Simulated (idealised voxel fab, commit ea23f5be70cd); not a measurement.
process module | voxel gate over fins
cross-section cut | 240 nm wide | cells 5 nm
A cross-section is a grid of square cells, given in bands from the top down. A band is one or more rows of cells.
Each band's line starts with the height of the band's top and of its bottom, in nm. Then come its materials from left to right, each with its width in nm. One material with "throughout" fills the band from edge to edge. "air" is empty space.
Height 0 is the level under which the wafer as received is all one material. The lowest band goes on downwards, as in "0 down".
A width such as "30 to 40" changes by the same amount from each row of cells to the next, from the band's top row to its bottom row.
"no change" after a step means that no cell of the cross-section changed.
closed voids: empty space of 8 cells or more with no open way to the top, each as width x height at its distance from the left edge, in nm
after a step's settings: what the simulator itself notes on the step
overlay nm, on a step with a mask: how far to the right of its planned place the mask lay; to the left if negative
plan
1 op RECEIVE | material Si
2 op CONFORMAL_DEP | material SiN | thk nm 5
3 op PATTERN | tone cover | mask id FINS | material resist | width nm 15 | pitch nm 60 | thk nm 20 | overlay nm 0
4 op DIRECTIONAL_ETCH | etch materials SiN | depth nm 5
5 op DIRECTIONAL_ETCH | etch materials Si | depth nm 35
6 op STRIP | etch materials resist
7 op OXIDIZE | depth nm 5
8 op FILL_DEP | material SiO2 | thk nm 15
9 op CMP | height nm 5
10 op MASKED_ETCH | tone open | mask id RAIL | width nm 15 | etch materials SiO2 | depth nm 35 | overlay nm 0
11 op CONFORMAL_DEP | material TiN | thk nm 5
12 op FILL_DEP | material W | thk nm 5
13 op CMP | height nm 5
14 op SELECTIVE_ETCH | etch materials W Ru TiN | depth nm 30
15 op FILL_DEP | material SiO2 | thk nm 5
16 op CMP | height nm 5
17 op SELECTIVE_ETCH | etch materials SiO2 | depth nm 20
18 op STRIP | etch materials SiN
19 op CONFORMAL_DEP | material HfO2 | thk nm 5
20 op CONFORMAL_DEP | material TiN | thk nm 5
21 op CONFORMAL_DEP | material TiAl | thk nm 5
22 op CONFORMAL_DEP | material TiN | thk nm 5
23 op FILL_DEP | material W | thk nm 15
24 op CMP | height nm 30
25 op CONFORMAL_DEP | material SiCN | thk nm 5
as received, after step 1
  0 down: Si throughout
  closed voids: none
a wafer at the end: this start, this plan, one mistake
  35 to 30: SiCN throughout
  30 to 15: W throughout
  15 to 10: W 70 | TiN 35 | W 25 | TiN 35 | W 75
  10 to 5: W 70 | TiN 5 | TiAl 25 | TiN 5 | W 25 | TiN 5 | TiAl 25 | TiN 5 | W 75
  5 to 0: W 70 | TiN 5 | TiAl 5 | HfO2 15 | TiAl 5 | TiN 5 | W 25 | TiN 5 | TiAl 5 | HfO2 15 | TiAl 5 | TiN 5 | W 75
  0 to -5: TiN 75 | TiAl 5 | HfO2 5 | Si 5 | HfO2 5 | TiAl 5 | TiN 35 | TiAl 5 | HfO2 5 | Si 5 | HfO2 5 | TiAl 5 | TiN 80
  -5 to -10: TiAl 80 | HfO2 5 | Si 5 | HfO2 5 | TiAl 45 | HfO2 5 | Si 5 | HfO2 5 | TiAl 85
  -10 to -15: HfO2 85 | Si 5 | HfO2 55 | Si 5 | HfO2 90
  -15 to -25: SiO2 85 | Si 5 | SiO2 55 | Si 5 | SiO2 90
  -25 to -30: SiO2 85 | Si 5 | SiO2 20 | TiN 15 | SiO2 20 | Si 5 | SiO2 90
  -30 to -40: SiO2 85 | Si 5 | SiO2 55 | Si 5 | SiO2 90
  -40 down: Si throughout
  closed voids: none
what went wrong: step 20 was left out
